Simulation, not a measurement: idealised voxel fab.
The name of this process module is voxel self aligned vias.
Section cut is 245 nm wide and gridded with 5 nm square cells.
Reading order for cross-sections: top band down to bottom band. Underlying form: a grid of square cells. Band size: one or more rows of cells.
Top height, bottom height, nm. Materials left to right, width each, nm. Single material + "edge to edge" = fills band edge to edge. "empty" = empty.
All heights in this document are referenced to 0, defined as the level beneath which the wafer, as received, consists entirely of one material. The lowest band is not bounded below; it extends indefinitely downward and is written in the form "z 0 and below".
Top row gets the first number, bottom row gets the second, and each row in between changes by the same step: that is how a band width like "30 to 40" works.
Step marked "remained unchanged"? Then no cell in the cross-section changed in it.
Empty spaces counting at least 8 cells and having no open way to the top are listed in "Sealed void listing". The notation width x height at distance is used for each, the distance being from the left edge and all three values in nm.
On each step's line, the part that comes after the settings is the simulator's own comment on the step.
A step's line can hold "overlay nm"; with a mask on that step, the setting says how far right of the planned place the mask lay, while a negative setting says it lay to the left.
[Steps planned for the process]
step 1: RECEIVE [material Si]
step 2: CONFORMAL_DEP [material SiO2] [thk nm 10]
step 3: CONFORMAL_DEP [material SiCN] [thk nm 5]
step 4: DIRECTIONAL_DEP [material SiO2] [thk nm 20]
step 5: DIRECTIONAL_DEP [material aC] [thk nm 10]
step 6: PATTERN [tone open] [mask id LINES] [material resist] [width nm 30] [pitch nm 60] [thk nm 30] [overlay nm 0]
step 7: DIRECTIONAL_ETCH [etch materials aC] [depth nm 10]
step 8: STRIP [etch materials resist]
step 9: DIRECTIONAL_ETCH [etch materials SiO2] [depth nm 20]
step 10: STRIP [etch materials aC]
step 11: CONFORMAL_DEP [material TiN] [thk nm 5]
step 12: FILL_DEP [material W] [thk nm 10]
step 13: CMP [height nm 35]
step 14: SELECTIVE_ETCH [etch materials W Ru TiN] [depth nm 10]
step 15: FILL_DEP [material SiN] [thk nm 10]
step 16: CMP [height nm 35]
step 17: DIRECTIONAL_DEP [material SiO2] [thk nm 15]
step 18: MASKED_ETCH [tone open] [mask id VIAS] [width nm 40] [etch materials SiO2] [depth nm 15] [overlay nm 0]
step 19: MASKED_ETCH [tone open] [mask id VIAS] [width nm 40] [etch materials SiN] [depth nm 10] [overlay nm 0]
step 20: CONFORMAL_DEP [material TiN] [thk nm 5]
step 21: FILL_DEP [material W] [thk nm 5]
step 22: CMP [height nm 50]
step 23: CONFORMAL_DEP [material SiN] [thk nm 5]
[Cross-sectional view of the wafer in its as-received condition, corresponding to the state after step 1]
* z 0 and below: Si edge to edge
* Sealed void listing: none
[The following cross-section depicts the wafer upon conclusion of the module. Processing commenced from the starting condition illustrated above and adhered to the plan illustrated above, save for one mistake in execution]
* z 55 to 50: SiN edge to edge
* z 50 to 35: 70 nm SiO2, then 5 nm TiN, then 30 nm W, then 5 nm TiN, then 135 nm SiO2
* z 35 to 30: 70 nm SiO2, then 5 nm TiN, then 30 nm W, then 5 nm TiN, then 25 nm SiO2, then 30 nm SiN, then 80 nm SiO2
* z 30 to 25: 70 nm SiO2, then 40 nm TiN, then 25 nm SiO2, then 30 nm SiN, then 80 nm SiO2
* z 25 to 20: 75 nm SiO2, then 5 nm TiN, then 20 nm W, then 5 nm TiN, then 30 nm SiO2, then 5 nm TiN, then 20 nm W, then 5 nm TiN, then 80 nm SiO2
* z 20 to 15: 75 nm SiO2, then 30 nm TiN, then 30 nm SiO2, then 30 nm TiN, then 80 nm SiO2
* z 15 to 10: SiCN edge to edge
* z 10 to 0: SiO2 edge to edge
* z 0 and below: Si edge to edge
* Sealed void listing: none
Against the plan, the run slipped here: step 18 did not happen as planned, as run it was MASKED_ETCH [tone open] [mask id VIAS] [width nm 40] [etch materials SiO2] [depth nm 25] [overlay nm 0]
